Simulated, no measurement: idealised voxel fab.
You're looking at the process module voxel capacitor over wiring.
Section shown: cut. Width: 300 nm. Cell size: 5 nm, square.
For the purposes of this document, a cross-section shall be understood as a grid of square cells, specified as bands listed in top-to-bottom order, each band consisting of one or more rows of cells. The band entry comprises the height of the band's top followed by the height of its bottom, expressed in nm, and subsequently the band's materials from left to right, each stated together with its width in nm. Where a single material is marked with the word "all across", that material fills the band from edge to edge. The word "blank" represents empty space. Convention: height 0 is the level below which the wafer, as received, is all one material. The lowest band does not terminate at the bottom but continues downward, represented as "z 0 and below". With a width like "30->40", each row of cells in the band differs from the next by the same amount, the top row carrying the first number and the bottom row the second. What does "same as before" mean for a step? It means no cell of the cross-section changed in that step. Look at "Closed cavity list" for the closed voids: empty spaces with no open path to the top, sized 8 cells or up. Each is width x height at distance, distance from the left edge, all nm. after a step's settings: what the simulator itself notes on the step. overlay nm: mask right of planned place by this much (step with mask). Neg. = left.

### Steps in the process plan
1: RECEIVE (material Si)
2: CONFORMAL_DEP (material SiO2; thk nm 15)
3: DIRECTIONAL_DEP (material TiN; thk nm 5)
4: DIRECTIONAL_DEP (material Ru; thk nm 15)
5: DIRECTIONAL_DEP (material aC; thk nm 10)
6: PATTERN (tone cover; mask id METAL_1; material resist; width nm 25; pitch nm 80; thk nm 25; overlay nm 0)
7: DIRECTIONAL_ETCH (etch materials aC; depth nm 10)
8: STRIP (etch materials resist)
9: DIRECTIONAL_ETCH (etch materials Ru; depth nm 15)
10: DIRECTIONAL_ETCH (etch materials TiN; depth nm 5)
11: STRIP (etch materials aC)
12: FILL_DEP (material SiO2; thk nm 10)
13: CMP (height nm 35)
14: CONFORMAL_DEP (material SiCN; thk nm 5)
15: DIRECTIONAL_DEP (material SiO2; thk nm 20)
16: MASKED_ETCH (tone open; mask id PLUG_1; width nm 15; etch materials SiO2; depth nm 20; overlay nm 0)
17: MASKED_ETCH (tone open; mask id PLUG_1; width nm 15; etch materials SiCN; depth nm 5; overlay nm 0)
18: CONFORMAL_DEP (material TiN; thk nm 5)
19: FILL_DEP (material Ru; thk nm 5)
20: CMP (height nm 60)
21: DIRECTIONAL_DEP (material TiN; thk nm 10)
22: DIRECTIONAL_DEP (material Al2O3; thk nm 5)
23: DIRECTIONAL_DEP (material TiN; thk nm 5)
24: MASKED_ETCH (tone cover; mask id UPPER_PLATE; width nm 60; etch materials TiN; depth nm 5; overlay nm 0)
25: MASKED_ETCH (tone cover; mask id UPPER_PLATE; width nm 60; etch materials Al2O3; depth nm 5; overlay nm 0)
26: MASKED_ETCH (tone cover; mask id LOWER_PLATE; width nm 70; etch materials TiN; depth nm 10; overlay nm 0)
27: FILL_DEP (material SiO2; thk nm 15)
28: CMP (height nm 90)
29: DIRECTIONAL_DEP (material aC; thk nm 15)
30: PATTERN (tone open; mask id PLUG_2; material resist; width nm 15; thk nm 35; overlay nm 0)
31: DIRECTIONAL_ETCH (etch materials aC; depth nm 15)
32: STRIP (etch materials resist)
33: DIRECTIONAL_ETCH (etch materials SiO2; depth nm 10)
34: STRIP (etch materials aC)
35: CONFORMAL_DEP (material TiN; thk nm 5)
36: FILL_DEP (material Ru; thk nm 5)
37: CMP (height nm 90)
38: CONFORMAL_DEP (material SiN; thk nm 5)

### Wafer as received: cross-section following step 1
	z 0 and below  Si all across
	Closed cavity list: none

### Starting structure and process plan are as shown above, but one mistake was made in running the module; the wafer cross-section at the end of the module follows
	z 95 to 90  SiN all across
	z 90 to 85  SiO2 (115)  TiN (5)  Ru (5)  TiN (5)  SiO2 (170)
	z 85 to 80  SiO2 (115)  TiN (15)  SiO2 (170)
	z 80 to 75  SiO2 (105)  Al2O3 (60)  SiO2 (135)
	z 75 to 65  SiO2 (100)  TiN (70)  SiO2 (130)
	z 65 to 60  TiN all across
	z 60 to 40  SiO2 (105)  TiN (5)  Ru (5)  TiN (5)  SiO2 (180)
	z 40 to 35  SiCN (105)  TiN (15)  SiCN (180)
	z 35 to 20  SiO2 (95)  Ru (25)  SiO2 (55)  Ru (25)  SiO2 (100)
	z 20 to 15  SiO2 (95)  TiN (25)  SiO2 (55)  TiN (25)  SiO2 (100)
	z 15 to 0  SiO2 all across
	z 0 and below  Si all across
	Closed cavity list: none
Which mistake was made when the wafer was run? the intended sequence of steps 22 and 23 was reversed during processing, with each occupying the position of the other
